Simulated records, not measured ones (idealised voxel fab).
Proc. module: voxel capacitor over wiring
The width of the displayed cross-section, cut, is 145 nm; its cells are square, with a size of 5 nm.
Cross-section, as written here: a square-cell grid given band by band from the top down, where a band holds one or more rows of cells.
Heads up on the band format: heights come first, top then bottom, in nm. After that it's the materials left to right, each with its width in nm. A single material flagged "everywhere" fills the whole band edge to edge, and "blank" means there's empty space there.
Height reference: 0 = level under which incoming wafer is all one material. Lowest band: no bottom, runs on downward, e.g. "0..down".
So if you see something like "30->40" for the width, read it as the top row of the band sitting at the first number and the bottom row at the second, with every row in between moving by the same amount as the last.
Basically "remained the same" means that step didn't change any cell in the cross-section.
Closed empty spaces (no open way to the top) of 8 cells or more are what "Sealed internal cavities" lists, each as width x height at distance from the left edge, nm for all three.
Formally, on a step line, whatever follows the settings is a remark that the simulator itself makes on the step.
Each step line may optionally specify "overlay nm", which for a step with a mask gives the rightward distance between the mask's planned place and where it lay, a negative value indicating the leftward direction.
## The process steps that were planned are listed below
1) RECEIVE [material Si]
2) CONFORMAL_DEP [material SiO2] [thk nm 15]
3) DIRECTIONAL_DEP [material TiN] [thk nm 5]
4) DIRECTIONAL_DEP [material W] [thk nm 15]
5) DIRECTIONAL_DEP [material aC] [thk nm 5]
6) PATTERN [tone cover] [mask id METAL_1] [material resist] [width nm 30] [pitch nm 85] [thk nm 30] [overlay nm 0]
7) DIRECTIONAL_ETCH [etch materials aC] [depth nm 10]
8) STRIP [etch materials resist]
9) DIRECTIONAL_ETCH [etch materials W] [depth nm 15]
10) DIRECTIONAL_ETCH [etch materials TiN] [depth nm 5]
11) STRIP [etch materials aC]
12) FILL_DEP [material lowk] [thk nm 5]
13) CMP [height nm 35]
14) CONFORMAL_DEP [material SiCN] [thk nm 5]
15) DIRECTIONAL_DEP [material lowk] [thk nm 20]
16) PATTERN [tone open] [mask id PLUG_1] [material resist] [width nm 15] [thk nm 15] [overlay nm 0]
17) DIRECTIONAL_ETCH [etch materials lowk] [depth nm 20]
18) DIRECTIONAL_ETCH [etch materials SiCN] [depth nm 5]
19) STRIP [etch materials resist]
20) EPI [material Ru] [thk nm 10]
21) EPI [material Ru] [thk nm 10]
22) EPI [material Ru] [thk nm 5]
23) DIRECTIONAL_DEP [material TiN] [thk nm 5]
24) DIRECTIONAL_DEP [material HfO2] [thk nm 5]
25) DIRECTIONAL_DEP [material TiN] [thk nm 10]
26) MASKED_ETCH [tone cover] [mask id UPPER_PLATE] [width nm 60] [etch materials TiN] [depth nm 10] [overlay nm 0]
27) MASKED_ETCH [tone cover] [mask id UPPER_PLATE] [width nm 60] [etch materials HfO2] [depth nm 5] [overlay nm 0]
28) DIRECTIONAL_DEP [material aC] [thk nm 15]
29) PATTERN [tone cover] [mask id LOWER_PLATE] [material resist] [width nm 70] [thk nm 30] [overlay nm 0]
30) DIRECTIONAL_ETCH [etch materials aC] [depth nm 15]
31) STRIP [etch materials resist]
32) DIRECTIONAL_ETCH [etch materials TiN] [depth nm 5]
33) STRIP [etch materials aC]
34) FILL_DEP [material SiO2] [thk nm 20]
35) CMP [height nm 95]
36) DIRECTIONAL_DEP [material aC] [thk nm 15]
37) PATTERN [tone open] [mask id PLUG_2] [material resist] [width nm 15] [thk nm 30] [overlay nm 0]
38) DIRECTIONAL_ETCH [etch materials aC] [depth nm 15]
39) STRIP [etch materials resist]
40) DIRECTIONAL_ETCH [etch materials SiO2] [depth nm 15]
41) STRIP [etch materials aC]
42) CONFORMAL_DEP [material TiN] [thk nm 5]
43) FILL_DEP [material Ru] [thk nm 5]
44) CMP [height nm 95]
45) CONFORMAL_DEP [material SiCN] [thk nm 5]
What sets these wafers apart? The thk nm at step 5. They all start alike, and the plan carries the first wafer's value.
## As received, i.e. after step 1: cross-section through the first of several wafers
    0..down = Si everywhere
    Sealed internal cavities: none
## Post step 45, the closing step of the module: first of several wafers, cross-sectioned
    100..95 = SiCN everywhere
    95..85 = SiO2: 40 / TiN: 5 / Ru: 5 / TiN: 5 / SiO2: 90
    85..80 = SiO2: 40 / TiN: 15 / SiO2: 90
    80..70 = SiO2: 30 / TiN: 60 / SiO2: 55
    70..65 = SiO2: 30 / HfO2: 60 / SiO2: 55
    65..60 = SiO2: 25 / TiN: 70 / SiO2: 50
    60..40 = lowk: 30 / Ru: 15 / lowk: 100
    40..35 = SiCN: 30 / Ru: 15 / SiCN: 100
    35..20 = lowk: 15 / W: 30 / lowk: 55 / W: 30 / lowk: 15
    20..15 = lowk: 15 / TiN: 30 / lowk: 55 / TiN: 30 / lowk: 15
    15..0 = SiO2 everywhere
    0..down = Si everywhere
    Sealed internal cavities: none
## A cross-section through the last wafer at the close of the module
    100..95 = SiCN everywhere
    95..85 = SiO2: 40 / TiN: 5 / Ru: 5 / TiN: 5 / SiO2: 90
    85..80 = SiO2: 40 / TiN: 15 / SiO2: 90
    80..70 = SiO2: 30 / TiN: 60 / SiO2: 55
    70..65 = SiO2: 30 / HfO2: 60 / SiO2: 55
    65..60 = SiO2: 25 / TiN: 70 / SiO2: 50
    60..40 = lowk: 30 / Ru: 15 / lowk: 100
    40..35 = SiCN: 30 / Ru: 15 / SiCN: 100
    35..20 = W everywhere
    20..15 = TiN everywhere
    15..0 = SiO2 everywhere
    0..down = Si everywhere
    Sealed internal cavities: none
## For your reference, the table is organized with a row per wafer; each row reflects the wafer at the end of the module, indicating for each material the cells gained (+) or lost (-) since receipt, and thereafter its closed voids
thk nm 5; +12 HfO2; +17 Ru; +55 SiCN; +231 SiO2; +57 TiN; +36 W; +172 lowk; Sealed internal cavities: none
thk nm 10; +12 HfO2; +17 Ru; +55 SiCN; +231 SiO2; +57 TiN; +36 W; +172 lowk; Sealed internal cavities: none
thk nm 15; +12 HfO2; +17 Ru; +55 SiCN; +231 SiO2; +74 TiN; +87 W; +104 lowk; Sealed internal cavities: none
thk nm 20; +12 HfO2; +17 Ru; +55 SiCN; +231 SiO2; +74 TiN; +87 W; +104 lowk; Sealed internal cavities: none
thk nm 25; +12 HfO2; +17 Ru; +55 SiCN; +231 SiO2; +74 TiN; +87 W; +104 lowk; Sealed internal cavities: none
